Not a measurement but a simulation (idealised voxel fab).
The following process module bears the name voxel released beams.
For reference, the cross-section in this document is cut, with width 295 nm and square cells of 5 nm.
This document writes a cross-section as a grid whose cells are square, and gives it as bands, listed from the top down; one or more rows of cells form a band.
In this notation a band is specified by the heights of its top and bottom, in that order and in nm, after which its materials appear from left to right, each paired with its width in nm. The word "throughout" attached to a single material means that material fills the band from edge to edge; the word "blank" stands for empty space.
Convention: height 0 is the level below which the wafer, as received, is all one material. The lowest band does not terminate at the bottom but continues downward, represented as "0 nm and below".
So if you see something like "30->40" for the width, read it as the top row of the band sitting at the first number and the bottom row at the second, with every row in between moving by the same amount as the last.
"identical to before" -> step changed no cross-section cell.
"Sealed internal cavities" enumerates empty spaces isolated from the top, with no open way to it, that contain at least 8 cells, giving each as width x height at distance from the left edge, all three in nm.
That trailing text on a step's line, after the settings, is the simulator's own remark on the step.
overlay nm: mask offset rightward from planned place, masked step; negative means leftward offset.

Steps planned for the process
1. RECEIVE: material Si
2. CONFORMAL_DEP: material SiN, thk nm 5
3. DIRECTIONAL_DEP: material SiO2, thk nm 10
4. MASKED_ETCH: tone open, mask id ANCHOR, width nm 45, etch materials SiO2, depth nm 10, overlay nm 0
5. CONFORMAL_DEP: material TiN, thk nm 15
6. PATTERN: tone cover, mask id BEAM, material resist, width nm 105, thk nm 15, overlay nm 0
7. DIRECTIONAL_ETCH: etch materials TiN, depth nm 15
8. STRIP: etch materials resist
9. STRIP: etch materials SiO2

Wafer at receipt (post step 1), cross-section
- 0 nm and below  Si throughout
- Sealed internal cavities: none

End state of the module in cross-section, given the above starting point and plan and one mistake in execution
- 30 nm to 20 nm  blank=90, then TiN=65, then blank=140
- 20 nm to 15 nm  blank=90, then TiN=105, then blank=100
- 15 nm to 5 nm  blank=80, then TiN=15, then SiO2=45, then TiN=55, then blank=100
- 5 nm to 0 nm  SiN throughout
- 0 nm and below  Si throughout
- Sealed internal cavities: none
Short version of what went wrong: off-plan run, step 4, actual operation and settings MASKED_ETCH: tone cover, mask id ANCHOR, width nm 45, etch materials SiO2, depth nm 10, overlay nm 0
